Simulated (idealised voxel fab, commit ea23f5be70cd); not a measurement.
This is a process module. Its name is voxel released beams.
205 nm wide, 5 nm square cells: that's cross-section cut.
Notation: cross-section as square-cell grid; stated in bands, top first, going down; one or more cell rows per band. Per band: top height and bottom height in nm, followed by the left-to-right materials and their widths in nm; "everywhere" marks a single material spanning edge to edge, "empty" marks empty space. Note: height 0 marks the level under which the wafer is uniformly one material as received. Lowest band unbounded below, written "0..down". Graded width ("30..40"): value in top row of band = first number; value in bottom row = second number; row-to-row change constant. Step marked "identical to before"? Then no cell in the cross-section changed in it. Voids not open to the top, 8 cells minimum: see "Unvented cavities". Written width x height at distance; distance is from the left edge; nm. The remark found on a step's line after its settings is issued by the simulator itself and pertains to that step. On any step carrying a mask, the "overlay nm" setting, if present on the step's line, tells how far right of its planned place the mask lay; negative values point to the left.

Process steps - plan
- 1: RECEIVE with material Si
- 2: CONFORMAL_DEP with material SiN, thk nm 10
- 3: DIRECTIONAL_DEP with material SiO2, thk nm 15
- 4: DIRECTIONAL_DEP with material aC, thk nm 10
- 5: PATTERN with tone open, mask id ANCHOR, material resist, width nm 35, thk nm 25, overlay nm 0
- 6: DIRECTIONAL_ETCH with etch materials aC, depth nm 10
- 7: STRIP with etch materials resist
- 8: DIRECTIONAL_ETCH with etch materials SiO2, depth nm 15
- 9: STRIP with etch materials aC
- 10: CONFORMAL_DEP with material TiN, thk nm 15
- 11: MASKED_ETCH with tone cover, mask id BEAM, width nm 80, etch materials TiN, depth nm 15, overlay nm 0
- 12: STRIP with etch materials SiO2

First wafer of two (run as planned)

Wafer at receipt (post step 1), cross-section
* 0..down | Si everywhere
* Unvented cavities: none

Wafer xsec, post step 2
* 10..0 | SiN everywhere
* Note: structure below 0 unchanged.

Wafer xsec, post step 3
* 25..10 | SiO2 everywhere
* Note: structure below 10 unchanged.

Wafer xsec, post step 4
* 35..25 | aC everywhere
* Note: structure below 25 unchanged.

Wafer xsec, post step 5
* 60..35 | resist 65 nm; empty 35 nm; resist 105 nm
* Note: structure below 35 unchanged.

Wafer xsec, post step 6
* 50..35 | resist 65 nm; empty 35 nm; resist 105 nm
* 35..25 | aC 65 nm; empty 35 nm; aC 105 nm
* Note: structure below 25 unchanged.

Wafer xsec, post step 7
* 35..25 | aC 65 nm; empty 35 nm; aC 105 nm
* Note: structure below 25 unchanged.

Wafer xsec, post step 8
* 35..25 | aC 65 nm; empty 35 nm; aC 105 nm
* 25..10 | SiO2 65 nm; empty 35 nm; SiO2 105 nm
* Note: structure below 10 unchanged.

Wafer xsec, post step 9
* 25..10 | SiO2 65 nm; empty 35 nm; SiO2 105 nm
* Note: structure below 10 unchanged.

Wafer xsec, post step 10
* 40..25 | TiN 80 nm; empty 5 nm; TiN 120 nm
* 25..10 | SiO2 65 nm; TiN 35 nm; SiO2 105 nm
* Note: structure below 10 unchanged.

Wafer xsec, post step 11
* 40..25 | empty 60 nm; TiN 20 nm; empty 5 nm; TiN 55 nm; empty 65 nm
* Note: structure below 25 unchanged.

Wafer xsec, post step 12
* 40..25 | empty 60 nm; TiN 20 nm; empty 5 nm; TiN 55 nm; empty 65 nm
* 25..10 | empty 65 nm; TiN 35 nm; empty 105 nm
* Note: structure below 10 unchanged.

Wafer two of the pair: same origin, same plan, one error during the run; identical to wafer one up to and including step 4

Second wafer, section view, time point: scheduled end of step 5
* 60..35 | empty 65 nm; resist 35 nm; empty 105 nm
* Note: structure below 35 unchanged.

Second wafer, section view, time point: scheduled end of step 6
* 50..35 | empty 65 nm; resist 35 nm; empty 105 nm
* 35..25 | empty 65 nm; aC 35 nm; empty 105 nm
* Note: structure below 25 unchanged.

Second wafer, section view, time point: scheduled end of step 7
* 35..25 | empty 65 nm; aC 35 nm; empty 105 nm
* Note: structure below 25 unchanged.

Second wafer, section view, time point: scheduled end of step 8
* 35..25 | empty 65 nm; aC 35 nm; empty 105 nm
* 25..10 | empty 65 nm; SiO2 35 nm; empty 105 nm
* Note: structure below 10 unchanged.

Second wafer, section view, time point: scheduled end of step 9
* 25..10 | empty 65 nm; SiO2 35 nm; empty 105 nm
* Note: structure below 10 unchanged.

Second wafer, section view, time point: scheduled end of step 10
* 40..25 | empty 50 nm; TiN 65 nm; empty 90 nm
* 25..10 | TiN 65 nm; SiO2 35 nm; TiN 105 nm
* Note: structure below 10 unchanged.

Second wafer, section view, time point: scheduled end of step 11
* 40..25 | empty 60 nm; TiN 55 nm; empty 90 nm
* 25..10 | empty 50 nm; TiN 15 nm; SiO2 35 nm; TiN 40 nm; empty 65 nm
* Note: structure below 10 unchanged.

Second wafer, section view, time point: scheduled end of step 12: identical to before
Plan not followed: it should be noted that step 5 was executed with settings other than those planned, the operation and settings actually applied being PATTERN with tone cover, mask id ANCHOR, material resist, width nm 35, thk nm 25, overlay nm 0
Final wafer comparison in cells, second versus first, more or fewer per material: SiO2 +21
